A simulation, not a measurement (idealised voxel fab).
The process module presented herein is designated voxel gate over fins.
The cross-section shown here is cut; it is 225 nm wide and divided into square cells measuring 5 nm on a side.
Notation: cross-section as square-cell grid; stated in bands, top first, going down; one or more cell rows per band. Within each band entry, the heights of the top and of the bottom of the band appear first, in that order and in nm; the materials of the band then follow from left to right, each with its corresponding width in nm. The designation "throughout" on a single material indicates that it fills the band from edge to edge; the designation "empty" indicates empty space. We count height from 0. Below that, the starting wafer is all one material. The lowest band never ends at the bottom but goes on down; see "0..down" for how that is written. Read "30..40" as a graded width: first number on top, second number at the bottom, same change between each pair of neighbouring rows. A step reported as "nothing was modified" is a step in which no cell of the cross-section changed. The entry titled "Entrapped voids" provides the empty spaces that have no open way to the top, restricted to those of 8 cells or more. Each is presented as width x height at distance, the distance being measured from the left edge, with all three in nm. What comes after the settings on a step's line is commentary from the simulator itself on that step. If you see "overlay nm" on a step's line and that step has a mask, it's telling you how far right of where it was planned the mask ended up; a negative number means it went left instead.
Here's what the planned process steps look like
| 1 | op RECEIVE | material Si |
| 2 | op CONFORMAL_DEP | material SiN | thk nm 10 |
| 3 | op PATTERN | tone cover | mask id FINS | material resist | width nm 15 | pitch nm 35 | thk nm 20 | overlay nm 0 |
| 4 | op DIRECTIONAL_ETCH | etch materials SiN | depth nm 10 |
| 5 | op DIRECTIONAL_ETCH | etch materials Si | depth nm 30 |
| 6 | op STRIP | etch materials resist |
| 7 | op OXIDIZE | depth nm 5 |
| 8 | op FILL_DEP | material SiO2 | thk nm 10 |
| 9 | op CMP | height nm 10 |
| 10 | op SELECTIVE_ETCH | etch materials SiO2 | depth nm 25 |
| 11 | op STRIP | etch materials SiN |
| 12 | op CONFORMAL_DEP | material HfO2 | thk nm 5 |
| 13 | op CONFORMAL_DEP | material TiN | thk nm 5 |
| 14 | op CONFORMAL_DEP | material TiAl | thk nm 5 |
| 15 | op CONFORMAL_DEP | material TiN | thk nm 5 |
| 16 | op FILL_DEP | material W | thk nm 15 |
| 17 | op CMP | height nm 30 |
| 18 | op CONFORMAL_DEP | material SiN | thk nm 10 |
Concerning the first of two wafers, which was run in accordance with the plan
Delivered wafer in cross-section: state after step 1
- 0..down | Si throughout
- Entrapped voids: none
Take a look at the wafer's cross-section after step 2
- 10..0 | SiN throughout
- Everything below 0 is unchanged.
Take a look at the wafer's cross-section after step 3
- 30..10 | empty: 70, then resist: 15, then empty: 20, then resist: 15, then empty: 20, then resist: 15, then empty: 70
- Everything below 10 is unchanged.
Take a look at the wafer's cross-section after step 4
- 30..10 | empty: 70, then resist: 15, then empty: 20, then resist: 15, then empty: 20, then resist: 15, then empty: 70
- 10..0 | empty: 70, then SiN: 15, then empty: 20, then SiN: 15, then empty: 20, then SiN: 15, then empty: 70
- Everything below 0 is unchanged.
Take a look at the wafer's cross-section after step 5
- 30..10 | empty: 70, then resist: 15, then empty: 20, then resist: 15, then empty: 20, then resist: 15, then empty: 70
- 10..0 | empty: 70, then SiN: 15, then empty: 20, then SiN: 15, then empty: 20, then SiN: 15, then empty: 70
- 0..-30 | empty: 70, then Si: 15, then empty: 20, then Si: 15, then empty: 20, then Si: 15, then empty: 70
- Everything below -30 is unchanged.
Take a look at the wafer's cross-section after step 6
- 10..0 | empty: 70, then SiN: 15, then empty: 20, then SiN: 15, then empty: 20, then SiN: 15, then empty: 70
- Everything below 0 is unchanged.
Take a look at the wafer's cross-section after step 7
- 10..0 | empty: 70, then SiN: 15, then empty: 20, then SiN: 15, then empty: 20, then SiN: 15, then empty: 70
- 0..-30 | empty: 70, then SiO2: 5, then Si: 5, then SiO2: 5, then empty: 20, then SiO2: 5, then Si: 5, then SiO2: 5, then empty: 20, then SiO2: 5, then Si: 5, then SiO2: 5, then empty: 70
- -30..-35 | SiO2: 75, then Si: 5, then SiO2: 30, then Si: 5, then SiO2: 30, then Si: 5, then SiO2: 75
- Everything below -35 is unchanged.
Take a look at the wafer's cross-section after step 8
- 20..10 | SiO2 throughout
- 10..0 | SiO2: 70, then SiN: 15, then SiO2: 20, then SiN: 15, then SiO2: 20, then SiN: 15, then SiO2: 70
- 0..-35 | SiO2: 75, then Si: 5, then SiO2: 30, then Si: 5, then SiO2: 30, then Si: 5, then SiO2: 75
- Everything below -35 is unchanged.
Take a look at the wafer's cross-section after step 9
- 10..0 | SiO2: 70, then SiN: 15, then SiO2: 20, then SiN: 15, then SiO2: 20, then SiN: 15, then SiO2: 70
- Everything below 0 is unchanged.
Take a look at the wafer's cross-section after step 10
- 10..0 | empty: 70, then SiN: 15, then empty: 20, then SiN: 15, then empty: 20, then SiN: 15, then empty: 70
- 0..-15 | empty: 75, then Si: 5, then empty: 30, then Si: 5, then empty: 30, then Si: 5, then empty: 75
- Everything below -15 is unchanged.
Take a look at the wafer's cross-section after step 11
- 0..-15 | empty: 75, then Si: 5, then empty: 30, then Si: 5, then empty: 30, then Si: 5, then empty: 75
- Everything below -15 is unchanged.
Take a look at the wafer's cross-section after step 12
- 5..0 | empty: 70, then HfO2: 15, then empty: 20, then HfO2: 15, then empty: 20, then HfO2: 15, then empty: 70
- 0..-10 | empty: 70, then HfO2: 5, then Si: 5, then HfO2: 5, then empty: 20, then HfO2: 5, then Si: 5, then HfO2: 5, then empty: 20, then HfO2: 5, then Si: 5, then HfO2: 5, then empty: 70
- -10..-15 | HfO2: 75, then Si: 5, then HfO2: 30, then Si: 5, then HfO2: 30, then Si: 5, then HfO2: 75
- Everything below -15 is unchanged.
Take a look at the wafer's cross-section after step 13
- 10..5 | empty: 65, then TiN: 25, then empty: 10, then TiN: 25, then empty: 10, then TiN: 25, then empty: 65
- 5..0 | empty: 65, then TiN: 5, then HfO2: 15, then TiN: 5, then empty: 10, then TiN: 5, then HfO2: 15, then TiN: 5, then empty: 10, then TiN: 5, then HfO2: 15, then TiN: 5, then empty: 65
- 0..-5 | empty: 65, then TiN: 5, then HfO2: 5, then Si: 5, then HfO2: 5, then TiN: 5, then empty: 10, then TiN: 5, then HfO2: 5, then Si: 5, then HfO2: 5, then TiN: 5, then empty: 10, then TiN: 5, then HfO2: 5, then Si: 5, then HfO2: 5, then TiN: 5, then empty: 65
- -5..-10 | TiN: 70, then HfO2: 5, then Si: 5, then HfO2: 5, then TiN: 20, then HfO2: 5, then Si: 5, then HfO2: 5, then TiN: 20, then HfO2: 5, then Si: 5, then HfO2: 5, then TiN: 70
- Everything below -10 is unchanged.
Take a look at the wafer's cross-section after step 14
- 15..10 | empty: 60, then TiAl: 105, then empty: 60
- 10..5 | empty: 60, then TiAl: 5, then TiN: 25, then TiAl: 10, then TiN: 25, then TiAl: 10, then TiN: 25, then TiAl: 5, then empty: 60
- 5..0 | empty: 60, then TiAl: 5, then TiN: 5, then HfO2: 15, then TiN: 5, then TiAl: 10, then TiN: 5, then HfO2: 15, then TiN: 5, then TiAl: 10, then TiN: 5, then HfO2: 15, then TiN: 5, then TiAl: 5, then empty: 60
- 0..-5 | TiAl: 65, then TiN: 5, then HfO2: 5, then Si: 5, then HfO2: 5, then TiN: 5, then TiAl: 10, then TiN: 5, then HfO2: 5, then Si: 5, then HfO2: 5, then TiN: 5, then TiAl: 10, then TiN: 5, then HfO2: 5, then Si: 5, then HfO2: 5, then TiN: 5, then TiAl: 65
- Everything below -5 is unchanged.
Take a look at the wafer's cross-section after step 15
- 20..15 | empty: 55, then TiN: 115, then empty: 55
- 15..10 | empty: 55, then TiN: 5, then TiAl: 105, then TiN: 5, then empty: 55
- 10..5 | empty: 55, then TiN: 5, then TiAl: 5, then TiN: 25, then TiAl: 10, then TiN: 25, then TiAl: 10, then TiN: 25, then TiAl: 5, then TiN: 5, then empty: 55
- 5..0 | TiN: 60, then TiAl: 5, then TiN: 5, then HfO2: 15, then TiN: 5, then TiAl: 10, then TiN: 5, then HfO2: 15, then TiN: 5, then TiAl: 10, then TiN: 5, then HfO2: 15, then TiN: 5, then TiAl: 5, then TiN: 60
- Everything below 0 is unchanged.
Take a look at the wafer's cross-section after step 16
- 35..20 | W throughout
- 20..15 | W: 55, then TiN: 115, then W: 55
- 15..10 | W: 55, then TiN: 5, then TiAl: 105, then TiN: 5, then W: 55
- 10..5 | W: 55, then TiN: 5, then TiAl: 5, then TiN: 25, then TiAl: 10, then TiN: 25, then TiAl: 10, then TiN: 25, then TiAl: 5, then TiN: 5, then W: 55
- Everything below 5 is unchanged.
Take a look at the wafer's cross-section after step 17
- 30..20 | W throughout
- Everything below 20 is unchanged.
Take a look at the wafer's cross-section after step 18
- 40..30 | SiN throughout
- Everything below 30 is unchanged.
Wafer two. Same start, same plan, one slip in execution. Same as wafer one through step 13, inclusive
Cross-sectional representation of the second wafer at the time designated in the plan for the completion of step 14
- 25..10 | empty: 50, then TiAl: 125, then empty: 50
- 10..5 | TiAl: 65, then TiN: 25, then TiAl: 10, then TiN: 25, then TiAl: 10, then TiN: 25, then TiAl: 65
- 5..0 | TiAl: 65, then TiN: 5, then HfO2: 15, then TiN: 5, then TiAl: 10, then TiN: 5, then HfO2: 15, then TiN: 5, then TiAl: 10, then TiN: 5, then HfO2: 15, then TiN: 5, then TiAl: 65
- 0..-5 | TiAl: 65, then TiN: 5, then HfO2: 5, then Si: 5, then HfO2: 5, then TiN: 5, then TiAl: 10, then TiN: 5, then HfO2: 5, then Si: 5, then HfO2: 5, then TiN: 5, then TiAl: 10, then TiN: 5, then HfO2: 5, then Si: 5, then HfO2: 5, then TiN: 5, then TiAl: 65
- Everything below -5 is unchanged.
Cross-sectional representation of the second wafer at the time designated in the plan for the completion of step 15
- 30..25 | empty: 45, then TiN: 135, then empty: 45
- 25..15 | empty: 45, then TiN: 5, then TiAl: 125, then TiN: 5, then empty: 45
- 15..10 | TiN: 50, then TiAl: 125, then TiN: 50
- Everything below 10 is unchanged.
Cross-sectional representation of the second wafer at the time designated in the plan for the completion of step 16
- 45..30 | W throughout
- 30..25 | W: 45, then TiN: 135, then W: 45
- 25..15 | W: 45, then TiN: 5, then TiAl: 125, then TiN: 5, then W: 45
- Everything below 15 is unchanged.
Cross-sectional representation of the second wafer at the time designated in the plan for the completion of step 17
- 30..25 | W: 45, then TiN: 135, then W: 45
- Everything below 25 is unchanged.
Cross-sectional representation of the second wafer at the time designated in the plan for the completion of step 18
- 40..30 | SiN throughout
- Everything below 30 is unchanged.
The mistake made against the process plan was this: step 14 did not happen as planned, as run it was op CONFORMAL_DEP | material TiAl | thk nm 15
End of process, cell counts, second wafer against first, materials with more or fewer: TiAl +102 | W -102
